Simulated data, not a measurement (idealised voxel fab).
Process module under the name voxel released beams
The cross-section on display is named cut; it measures 245 nm wide, and its cells are 5 nm squares.
This document writes a cross-section as a grid whose cells are square, and gives it as bands, listed from the top down; one or more rows of cells form a band.
In this notation a band is specified by the heights of its top and bottom, in that order and in nm, after which its materials appear from left to right, each paired with its width in nm. The word "edge to edge" attached to a single material means that material fills the band from edge to edge; the word "empty" stands for empty space.
Height reference: 0 = level under which incoming wafer is all one material. Lowest band: no bottom, runs on downward, e.g. "0 and below".
Think of "30->40" as a width that walks from the first number to the second as you go down the band, top row to bottom row, taking equal-sized steps from row to row.
"everything unchanged" -> step changed no cross-section cell.
"Unvented internal voids" lists enclosed empty spaces (at least 8 cells, no open path upward to the top), each as width x height at distance from the left edge, in nm.
If you see something after the settings on a step's line, that's the simulator's own remark about that step.
"overlay nm" denotes, for a step that has a mask, the displacement of the mask to the right of its planned place, with negative values corresponding to the left.

The steps planned for the process are as follows
step 1: RECEIVE with material Si
step 2: CONFORMAL_DEP with material SiN, thk nm 10
step 3: DIRECTIONAL_DEP with material SiO2, thk nm 15
step 4: MASKED_ETCH with tone open, mask id ANCHOR, width nm 35, etch materials SiO2, depth nm 15, overlay nm 0
step 5: CONFORMAL_DEP with material W, thk nm 10
step 6: MASKED_ETCH with tone cover, mask id BEAM, width nm 85, etch materials W, depth nm 10, overlay nm 0
step 7: STRIP with etch materials SiO2

As-received state of the wafer in cross-section, equivalent to post-step 1
  0 and below: Si edge to edge
  Unvented internal voids: none

End state of the module in cross-section, given the above starting point and plan and one mistake in execution
  25 down to 10: SiO2 80; empty 35; SiO2 130
  10 down to 0: SiN edge to edge
  0 and below: Si edge to edge
  Unvented internal voids: none
Plan not followed: step 7 changed vs plan, executed as STRIP with etch materials W
